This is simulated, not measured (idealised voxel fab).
Documented hereafter: the process module known as voxel transistor to metal.
The figure presents cross-section cut, which has a width of 145 nm and is divided into square cells with an edge length of 5 nm.
Think of the cross-section as a grid of square cells. We describe it in bands, top to bottom, and each band covers one or more rows of those cells.
Basically the band line says how high the top is and how high the bottom is, in nm, and then what's in it from left to right, every material with its width in nm. Empty space shows up as "air", and if a single material carries "everywhere" it runs the full band edge to edge.
A quick word on heights: they are counted from 0, and under that level the wafer as it came to us is one material throughout. The lowest band is different from the rest in having no bottom; it simply continues downward, written as in "top 0, no bottom".
The expression "30..40" gives the width at the extremes of the band, the first number at its top row of cells and the second at its bottom row, with the width changing by equal amounts from each row to the next in between.
The cross-section has no changed cell in any step marked "remained the same".
Basically, "Closed void table" tells you about the enclosed voids: empty spaces with no open way to the top, 8 cells or bigger, each written width x height at distance, where distance is from the left edge, all in nm.
Text after the settings on a step's line: the simulator's own remark on that step.
overlay nm: on a step with a mask, how far right of its planned place the mask lay; negative means left.

### plan
1. RECEIVE: material Si
2. CONFORMAL_DEP: material SiO2, thk nm 5
3. CONFORMAL_DEP: material SiN, thk nm 15
4. MASKED_ETCH: tone cover, mask id ACTIVE, width nm 105, etch materials SiN, depth nm 15, overlay nm 0
5. MASKED_ETCH: tone cover, mask id ACTIVE, width nm 105, etch materials SiO2, depth nm 5, overlay nm 0
6. MASKED_ETCH: tone cover, mask id ACTIVE, width nm 105, etch materials Si, depth nm 30, overlay nm 0
7. FILL_DEP: material SiO2, thk nm 15
8. CMP: height nm 20
9. SELECTIVE_ETCH: etch materials SiO2, depth nm 10
10. STRIP: etch materials SiN
11. SELECTIVE_ETCH: etch materials SiO2, depth nm 5
12. OXIDIZE: depth nm 5
13. DIRECTIONAL_DEP: material polySi, thk nm 20
14. DIRECTIONAL_DEP: material SiCN, thk nm 10
15. MASKED_ETCH: tone cover, mask id GATE, width nm 15, etch materials SiCN, depth nm 20, overlay nm 0
16. MASKED_ETCH: tone cover, mask id GATE, width nm 15, etch materials polySi, depth nm 30, overlay nm 0
17. CONFORMAL_DEP: material SiO2, thk nm 5
18. DIRECTIONAL_ETCH: etch materials SiO2, depth nm 5
19. CONFORMAL_DEP: material SiN, thk nm 5
20. DIRECTIONAL_ETCH: etch materials SiN, depth nm 5
21. DIRECTIONAL_ETCH: etch materials SiO2, depth nm 5
22. DIRECTIONAL_ETCH: etch materials Si, depth nm 10
23. EPI: material SiGe, thk nm 15
24. FILL_DEP: material SiO2, thk nm 10
25. CMP: height nm 30
26. DIRECTIONAL_DEP: material SiO2, thk nm 15
27. MASKED_ETCH: tone open, mask id CONTACT, width nm 30, pitch nm 55, etch materials SiO2, depth nm 35, overlay nm 0
28. CONFORMAL_DEP: material TiN, thk nm 5
29. FILL_DEP: material W, thk nm 5
30. CMP: height nm 45
31. CONFORMAL_DEP: material SiN, thk nm 5
32. DIRECTIONAL_DEP: material SiO2, thk nm 20
33. DIRECTIONAL_DEP: material aC, thk nm 10
34. PATTERN: tone open, mask id METAL_1, material resist, width nm 15, pitch nm 70, thk nm 30, overlay nm 0
35. DIRECTIONAL_ETCH: etch materials aC, depth nm 10
36. STRIP: etch materials resist
37. DIRECTIONAL_ETCH: etch materials SiO2, depth nm 20
38. DIRECTIONAL_ETCH: etch materials SiN, depth nm 5
39. STRIP: etch materials aC
40. CONFORMAL_DEP: material TiN, thk nm 5
41. FILL_DEP: material W, thk nm 10
42. CMP: height nm 70
43. CONFORMAL_DEP: material SiCN, thk nm 5
44. DIRECTIONAL_DEP: material lowk, thk nm 35
45. MASKED_ETCH: tone open, mask id METAL_2, width nm 15, pitch nm 70, etch materials lowk, depth nm 20, overlay nm 0
46. DIRECTIONAL_DEP: material aC, thk nm 15
47. PATTERN: tone open, mask id METAL_2_HOLES, material resist, width nm 15, pitch nm 70, thk nm 30, overlay nm 0
48. DIRECTIONAL_ETCH: etch materials aC, depth nm 15
49. STRIP: etch materials resist
50. DIRECTIONAL_ETCH: etch materials lowk, depth nm 15
51. DIRECTIONAL_ETCH: etch materials SiCN, depth nm 5
52. STRIP: etch materials aC
53. CONFORMAL_DEP: material TiN, thk nm 5
54. FILL_DEP: material Ru, thk nm 10
55. CMP: height nm 110
56. CONFORMAL_DEP: material SiN, thk nm 5

### Cross-section of the wafer at receipt, which is the condition after step 1
> top 0, no bottom = Si everywhere
> Closed void table: none

### Cross-sectional image of the first of two wafers at the end of the module, the run having proceeded as planned
> top 115, bottom 110 = SiN everywhere
> top 110, bottom 75 = 30 lowk | 5 TiN | 5 Ru | 5 TiN | 55 lowk | 5 TiN | 5 Ru | 5 TiN | 30 lowk
> top 75, bottom 70 = 30 SiCN | 15 TiN | 55 SiCN | 15 TiN | 30 SiCN
> top 70, bottom 50 = 30 SiO2 | 5 TiN | 5 W | 5 TiN | 55 SiO2 | 5 TiN | 5 W | 5 TiN | 30 SiO2
> top 50, bottom 45 = 30 SiN | 15 TiN | 55 SiN | 15 TiN | 30 SiN
> top 45, bottom 35 = 30 SiO2 | 5 TiN | 20 W | 5 TiN | 25 SiO2 | 5 TiN | 20 W | 5 TiN | 30 SiO2
> top 35, bottom 30 = 30 SiO2 | 5 TiN | 15 W | 10 TiN | 25 SiO2 | 10 TiN | 15 W | 5 TiN | 30 SiO2
> top 30, bottom 20 = 30 SiO2 | 5 TiN | 15 W | 5 TiN | 5 SiN | 5 SiO2 | 15 SiCN | 5 SiO2 | 5 SiN | 5 TiN | 15 W | 5 TiN | 30 SiO2
> top 20, bottom 15 = 30 SiO2 | 5 TiN | 15 W | 5 TiN | 5 SiN | 5 SiO2 | 15 polySi | 5 SiO2 | 5 SiN | 5 TiN | 15 W | 5 TiN | 30 SiO2
> top 15, bottom 10 = 30 SiO2 | 25 TiN | 5 SiN | 5 SiO2 | 15 polySi | 5 SiO2 | 5 SiN | 25 TiN | 30 SiO2
> top 10, bottom 5 = 20 SiO2 | 35 SiGe | 5 SiN | 5 SiO2 | 15 polySi | 5 SiO2 | 5 SiN | 35 SiGe | 20 SiO2
> top 5, bottom 0 = 20 SiO2 | 5 SiN | 30 SiGe | 5 SiN | 5 SiO2 | 15 polySi | 5 SiO2 | 5 SiN | 30 SiGe | 5 SiN | 20 SiO2
> top 0, bottom -5 = 25 SiO2 | 30 SiGe | 35 SiO2 | 30 SiGe | 25 SiO2
> top -5, bottom -15 = 20 SiO2 | 5 Si | 30 SiGe | 35 Si | 30 SiGe | 5 Si | 20 SiO2
> top -15, bottom -30 = 20 SiO2 | 105 Si | 20 SiO2
> top -30, no bottom = Si everywhere
> Closed void table: none

### End of module, second wafer, cross-section. Started like the first, planned like the first, run with one mistake
> top 115, bottom 110 = SiN everywhere
> top 110, bottom 100 = 30 lowk | 5 TiN | 15 Ru | 5 TiN | 45 lowk | 5 TiN | 15 Ru | 5 TiN | 20 lowk
> top 100, bottom 95 = 30 lowk | 15 TiN | 5 Ru | 5 TiN | 45 lowk | 15 TiN | 5 Ru | 5 TiN | 20 lowk
> top 95, bottom 90 = 40 lowk | 15 TiN | 55 lowk | 15 TiN | 20 lowk
> top 90, bottom 75 = 40 lowk | 5 TiN | 65 lowk | 5 TiN | 30 lowk
> top 75, bottom 70 = 40 SiCN | 5 TiN | 65 SiCN | 5 TiN | 30 SiCN
> top 70, bottom 50 = 30 SiO2 | 5 TiN | 5 W | 5 TiN | 55 SiO2 | 5 TiN | 5 W | 5 TiN | 30 SiO2
> top 50, bottom 45 = 30 SiN | 15 TiN | 55 SiN | 15 TiN | 30 SiN
> top 45, bottom 35 = 30 SiO2 | 5 TiN | 20 W | 5 TiN | 25 SiO2 | 5 TiN | 20 W | 5 TiN | 30 SiO2
> top 35, bottom 30 = 30 SiO2 | 5 TiN | 15 W | 10 TiN | 25 SiO2 | 10 TiN | 15 W | 5 TiN | 30 SiO2
> top 30, bottom 20 = 30 SiO2 | 5 TiN | 15 W | 5 TiN | 5 SiN | 5 SiO2 | 15 SiCN | 5 SiO2 | 5 SiN | 5 TiN | 15 W | 5 TiN | 30 SiO2
> top 20, bottom 15 = 30 SiO2 | 5 TiN | 15 W | 5 TiN | 5 SiN | 5 SiO2 | 15 polySi | 5 SiO2 | 5 SiN | 5 TiN | 15 W | 5 TiN | 30 SiO2
> top 15, bottom 10 = 30 SiO2 | 25 TiN | 5 SiN | 5 SiO2 | 15 polySi | 5 SiO2 | 5 SiN | 25 TiN | 30 SiO2
> top 10, bottom 5 = 20 SiO2 | 35 SiGe | 5 SiN | 5 SiO2 | 15 polySi | 5 SiO2 | 5 SiN | 35 SiGe | 20 SiO2
> top 5, bottom 0 = 20 SiO2 | 5 SiN | 30 SiGe | 5 SiN | 5 SiO2 | 15 polySi | 5 SiO2 | 5 SiN | 30 SiGe | 5 SiN | 20 SiO2
> top 0, bottom -5 = 25 SiO2 | 30 SiGe | 35 SiO2 | 30 SiGe | 25 SiO2
> top -5, bottom -15 = 20 SiO2 | 5 Si | 30 SiGe | 35 Si | 30 SiGe | 5 Si | 20 SiO2
> top -15, bottom -30 = 20 SiO2 | 105 Si | 20 SiO2
> top -30, no bottom = Si everywhere
> Closed void table: none
Against the plan, the run slipped here: step 45 ran differently from the plan; actual operation with settings: MASKED_ETCH: tone open, mask id METAL_2, width nm 15, pitch nm 70, etch materials lowk, depth nm 20, overlay nm 10
Materials where the second wafer ends with more or fewer cells than the first: SiCN: 4 more; TiN: 4 fewer
